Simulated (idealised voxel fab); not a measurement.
process module | voxel released beams
cross-section cut | 165 nm wide | cells 5 nm
A cross-section is a grid of square cells, given in bands from the top down. A band is one or more rows of cells.
Each band's line starts with the height of the band's top and of its bottom, in nm. Then come its materials from left to right, each with its width in nm. One material with "throughout" fills the band from edge to edge. "air" is empty space.
Height 0 is the level under which the wafer as received is all one material. The lowest band goes on downwards, as in "0 down".
A width such as "30 to 40" changes by the same amount from each row of cells to the next, from the band's top row to its bottom row.
"no change" after a step means that no cell of the cross-section changed.
closed voids: empty space of 8 cells or more with no open way to the top, each as width x height at its distance from the left edge, in nm
after a step's settings: what the simulator itself notes on the step
overlay nm, on a step with a mask: how far to the right of its planned place the mask lay; to the left if negative
plan
1 op RECEIVE | material Si
2 op CONFORMAL_DEP | material Al2O3 | thk nm 5
3 op DIRECTIONAL_DEP | material SiO2 | thk nm 20
4 op PATTERN | tone open | mask id ANCHOR | material resist | width nm 35 | thk nm 15 | overlay nm 0
5 op DIRECTIONAL_ETCH | etch materials SiO2 | depth nm 20
6 op STRIP | etch materials resist
7 op CONFORMAL_DEP | material W | thk nm 10
8 op DIRECTIONAL_DEP | material aC | thk nm 10
9 op PATTERN | tone cover | mask id BEAM | material resist | width nm 120 | thk nm 30 | overlay nm 0
10 op DIRECTIONAL_ETCH | etch materials aC | depth nm 10
11 op STRIP | etch materials resist
12 op DIRECTIONAL_ETCH | etch materials W | depth nm 10
13 op STRIP | etch materials aC
14 op STRIP | etch materials SiO2
as received, after step 1
  0 down: Si throughout
  closed voids: none
a wafer at the end: this start, this plan, one mistake
  45 to 35: Al2O3 35 | air 15 | Al2O3 115
  35 to 25: W 35 | air 15 | W 115
  25 to 15: SiO2 25 | W 10 | Al2O3 15 | W 10 | SiO2 105
  15 to 5: SiO2 25 | W 35 | SiO2 105
  5 to 0: Al2O3 throughout
  0 down: Si throughout
  closed voids: none
what went wrong: step 8 ran as: op DIRECTIONAL_DEP | material Al2O3 | thk nm 10
